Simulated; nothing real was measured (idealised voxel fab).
Process module name: voxel tone inversion
The cross-section on display is named cut; it measures 300 nm wide, and its cells are 5 nm squares.
When this document writes out a cross-section, it uses a grid of square cells and lists it as bands, beginning at the top and moving down, with a band standing for one or more rows of cells.
The band entry comprises the height of the band's top followed by the height of its bottom, expressed in nm, and subsequently the band's materials from left to right, each stated together with its width in nm. Where a single material is marked with the word "throughout", that material fills the band from edge to edge. The word "blank" represents empty space.
The reference from which all heights are counted is 0, the level beneath which the as-received wafer is entirely one material; the lowest band, having no lower bound, proceeds downward and is written after the example "0 -> down".
Width: "30->40" (first number = top row, second number = bottom row, same change from row to row of cells).
Where the words "remained unchanged" appear for a step, the cross-section shows no cell changed by that step; every cell remained as before.
"Enclosed empty spaces": sealed empty spaces, 8 cells or more, no open way to top, listed width x height at distance, with distance from the left edge and width, height and distance in nm.
Read whatever lies past the settings on a step's line as the simulator's own remark about the step.
If you see "overlay nm" on a step's line and that step has a mask, it's telling you how far right of where it was planned the mask ended up; a negative number means it went left instead.

# plan
1: RECEIVE (material Si)
2: CONFORMAL_DEP (material SiN; thk nm 10)
3: DIRECTIONAL_DEP (material aC; thk nm 25)
4: PATTERN (tone cover; mask id POSTS; material resist; width nm 20; pitch nm 35; thk nm 35; overlay nm 0)
5: DIRECTIONAL_ETCH (etch materials aC; depth nm 25)
6: STRIP (etch materials resist)
7: FILL_DEP (material SiO2; thk nm 5)
8: CMP (height nm 35)
9: STRIP (etch materials aC)

# Shown in cross-section is the wafer as received, that is, as it stands after step 1
> 0 -> down  Si throughout
> Enclosed empty spaces: none

# Run as planned - first of the two wafers cross-sectioned at the end of the module
> 35 -> 10  SiO2: 120 / blank: 20 / SiO2: 15 / blank: 20 / SiO2: 125
> 10 -> 0  SiN throughout
> 0 -> down  Si throughout
> Enclosed empty spaces: none

# Module end: cross-section of wafer two of two. Same start and process plan as the first wafer. One mistake during execution
> 35 -> 10  blank: 120 / SiO2: 20 / blank: 15 / SiO2: 20 / blank: 125
> 10 -> 0  SiN throughout
> 0 -> down  Si throughout
> Enclosed empty spaces: none
Here's what went sideways: step 4 was not run as planned; what actually ran was PATTERN (tone open; mask id POSTS; material resist; width nm 20; pitch nm 35; thk nm 35; overlay nm 0)
End check, counted in cells, second wafer has more or fewer of these materials than the first: 220 fewer of SiO2
